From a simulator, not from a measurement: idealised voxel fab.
Process module in this document: voxel capacitor over wiring
Cross-section cut spans 275 nm and uses square cells 5 nm in size.
The cross-sections in this document take the form of a grid made of square cells. They are written out as bands, in order from top to bottom. Each band consists of one or more rows of cells.
Band entry format. Leading values: height of top, height of bottom, nm. Remainder: materials in left-to-right order, each with its width in nm. Special words: "everywhere" on a single material, which then fills the band edge to edge; "air", empty space.
Heights are measured from 0, the level below which the as-received wafer is all one material; the lowest band has no bottom and continues downward, written as in "0 -> down".
You'd read "30..40" like this: the band's top row of cells is as wide as the first number, its bottom row is as wide as the second, and going down, every row changes width by the same amount as the row before did.
Where a step carries "everything unchanged", the cross-section came out of it unchanged, cell for cell.
Voids not open to the top, 8 cells minimum: see "Sealed internal voids". Written width x height at distance; distance is from the left edge; nm.
If you see something after the settings on a step's line, that's the simulator's own remark about that step.
"overlay nm" on a masked step: distance the mask lay right of its planned place, negative for left.

[Set out below are the planned steps of the process]
| 1 | op RECEIVE | material Si |
| 2 | op CONFORMAL_DEP | material SiO2 | thk nm 15 |
| 3 | op DIRECTIONAL_DEP | material TiN | thk nm 5 |
| 4 | op DIRECTIONAL_DEP | material W | thk nm 15 |
| 5 | op MASKED_ETCH | tone cover | mask id METAL_1 | width nm 30 | pitch nm 100 | etch materials W | depth nm 15 | overlay nm 0 |
| 6 | op MASKED_ETCH | tone cover | mask id METAL_1 | width nm 30 | pitch nm 100 | etch materials TiN | depth nm 5 | overlay nm 0 |
| 7 | op FILL_DEP | material SiO2 | thk nm 10 |
| 8 | op CMP | height nm 35 |
| 9 | op CONFORMAL_DEP | material SiCN | thk nm 5 |
| 10 | op DIRECTIONAL_DEP | material lowk | thk nm 10 |
| 11 | op PATTERN | tone open | mask id PLUG_1 | material resist | width nm 15 | thk nm 15 | overlay nm 0 |
| 12 | op DIRECTIONAL_ETCH | etch materials lowk | depth nm 10 |
| 13 | op DIRECTIONAL_ETCH | etch materials SiCN | depth nm 5 |
| 14 | op STRIP | etch materials resist |
| 15 | op EPI | material Ru | thk nm 10 |
| 16 | op EPI | material Ru | thk nm 5 |
| 17 | op DIRECTIONAL_DEP | material TiN | thk nm 10 |
| 18 | op DIRECTIONAL_DEP | material SiN | thk nm 5 |
| 19 | op DIRECTIONAL_DEP | material TiN | thk nm 5 |
| 20 | op DIRECTIONAL_DEP | material aC | thk nm 10 |
| 21 | op PATTERN | tone cover | mask id UPPER_PLATE | material resist | width nm 75 | thk nm 25 | overlay nm 0 |
| 22 | op DIRECTIONAL_ETCH | etch materials aC | depth nm 10 |
| 23 | op STRIP | etch materials resist |
| 24 | op DIRECTIONAL_ETCH | etch materials TiN | depth nm 5 |
| 25 | op DIRECTIONAL_ETCH | etch materials SiN | depth nm 5 |
| 26 | op STRIP | etch materials aC |
| 27 | op MASKED_ETCH | tone cover | mask id LOWER_PLATE | width nm 85 | etch materials TiN | depth nm 10 | overlay nm 0 |
| 28 | op FILL_DEP | material SiO2 | thk nm 20 |
| 29 | op CMP | height nm 85 |
| 30 | op MASKED_ETCH | tone open | mask id PLUG_2 | width nm 15 | etch materials SiO2 | depth nm 15 | overlay nm 0 |
| 31 | op CONFORMAL_DEP | material TiN | thk nm 5 |
| 32 | op FILL_DEP | material Ru | thk nm 5 |
| 33 | op CMP | height nm 85 |
| 34 | op CONFORMAL_DEP | material SiN | thk nm 5 |

[as received, after step 1]
> 0 -> down | Si everywhere
> Sealed internal voids: none

[Sectioned view, first of two wafers, at the close of the module, processed as intended in the plan]
> 90 -> 85 | SiN everywhere
> 85 -> 75 | SiO2 95 nm / TiN 5 nm / Ru 5 nm / TiN 5 nm / SiO2 165 nm
> 75 -> 65 | SiO2 95..85 nm / TiN 15..75 nm / SiO2 165..115 nm
> 65 -> 60 | SiO2 85 nm / SiN 75 nm / SiO2 115 nm
> 60 -> 50 | SiO2 80 nm / TiN 85 nm / SiO2 110 nm
> 50 -> 40 | lowk 85 nm / Ru 15 nm / lowk 175 nm
> 40 -> 35 | SiCN 85 nm / Ru 15 nm / SiCN 175 nm
> 35 -> 20 | SiO2 70 nm / W 30 nm / SiO2 70 nm / W 30 nm / SiO2 75 nm
> 20 -> 15 | SiO2 70 nm / TiN 30 nm / SiO2 70 nm / TiN 30 nm / SiO2 75 nm
> 15 -> 0 | SiO2 everywhere
> 0 -> down | Si everywhere
> Sealed internal voids: none

[Cross-sectional view: second of two wafers, end of module; start and plan identical to the first, one mistake in running]
> 90 -> 85 | SiN everywhere
> 85 -> 75 | SiO2 95 nm / TiN 5 nm / Ru 5 nm / TiN 5 nm / SiO2 165 nm
> 75 -> 65 | SiO2 95..85 nm / TiN 15..75 nm / SiO2 165..115 nm
> 65 -> 55 | SiO2 80 nm / TiN 85 nm / SiO2 110 nm
> 55 -> 50 | SiN everywhere
> 50 -> 40 | lowk 85 nm / Ru 15 nm / lowk 175 nm
> 40 -> 35 | SiCN 85 nm / Ru 15 nm / SiCN 175 nm
> 35 -> 20 | SiO2 70 nm / W 30 nm / SiO2 70 nm / W 30 nm / SiO2 75 nm
> 20 -> 15 | SiO2 70 nm / TiN 30 nm / SiO2 70 nm / TiN 30 nm / SiO2 75 nm
> 15 -> 0 | SiO2 everywhere
> 0 -> down | Si everywhere
> Sealed internal voids: none
Against the plan, the run slipped here: steps 17 and 18: order swapped relative to plan
Wrapping up, a cell-based count of both wafers puts the second over or under the first for these materials: SiN +40, SiO2 -40
